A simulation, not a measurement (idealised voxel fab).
process module | voxel trench capacitor
cross-section cut | 155 nm wide | cells 5 nm
A cross-section is a grid of square cells, given in bands from the top down. A band is one or more rows of cells.
Each band's line starts with the height of the band's top and of its bottom, in nm. Then come its materials from left to right, each with its width in nm. One material with "throughout" fills the band from edge to edge. "air" is empty space.
Height 0 is the level under which the wafer as received is all one material. The lowest band goes on downwards, as in "0 down".
A width such as "30 to 40" changes by the same amount from each row of cells to the next, from the band's top row to its bottom row.
"no change" after a step means that no cell of the cross-section changed.
closed voids: empty space of 8 cells or more with no open way to the top, each as width x height at its distance from the left edge, in nm
after a step's settings: what the simulator itself notes on the step
overlay nm, on a step with a mask: how far to the right of its planned place the mask lay; to the left if negative
plan
1 op RECEIVE | material Si
2 op CONFORMAL_DEP | material SiN | thk nm 10
3 op DIRECTIONAL_DEP | material aC | thk nm 15
4 op PATTERN | tone open | mask id TRENCH | material resist | width nm 15 | pitch nm 40 | thk nm 35 | overlay nm 0
5 op DIRECTIONAL_ETCH | etch materials aC | depth nm 15
6 op STRIP | etch materials resist
7 op DIRECTIONAL_ETCH | etch materials SiN | depth nm 10
8 op DIRECTIONAL_ETCH | etch materials Si | depth nm 30
9 op STRIP | etch materials aC
10 op CONFORMAL_DEP | material SiO2 | thk nm 5
11 op FILL_DEP | material polySi | thk nm 10
12 op CMP | height nm 10
as received, after step 1
  0 down: Si throughout
  closed voids: none
first wafer at the end, as planned
  10 to 0: SiN 30 | SiO2 5 | polySi 5 | SiO2 5 | SiN 25 | SiO2 5 | polySi 5 | SiO2 5 | SiN 25 | SiO2 5 | polySi 5 | SiO2 5 | SiN 30
  0 to -25: Si 30 | SiO2 5 | polySi 5 | SiO2 5 | Si 25 | SiO2 5 | polySi 5 | SiO2 5 | Si 25 | SiO2 5 | polySi 5 | SiO2 5 | Si 30
  -25 to -30: Si 30 | SiO2 15 | Si 25 | SiO2 15 | Si 25 | SiO2 15 | Si 30
  -30 down: Si throughout
  closed voids: none
second wafer at the end: like start, like plan, one mistake
  10 to 0: SiN 30 | SiO2 5 | polySi 10 | SiO2 5 | SiN 20 | SiO2 5 | polySi 10 | SiO2 5 | SiN 20 | SiO2 5 | polySi 10 | SiO2 5 | SiN 25
  0 to -25: Si 30 | SiO2 5 | polySi 10 | SiO2 5 | Si 20 | SiO2 5 | polySi 10 | SiO2 5 | Si 20 | SiO2 5 | polySi 10 | SiO2 5 | Si 25
  -25 to -30: Si 30 | SiO2 20 | Si 20 | SiO2 20 | Si 20 | SiO2 20 | Si 25
  -30 down: Si throughout
  closed voids: none
what went wrong: step 4 ran as: op PATTERN | tone open | mask id TRENCH | material resist | width nm 20 | pitch nm 40 | thk nm 35 | overlay nm 0
at the end the second wafer has, in cells: 18 fewer of Si | 6 fewer of SiN | 3 more of SiO2 | 21 more of polySi
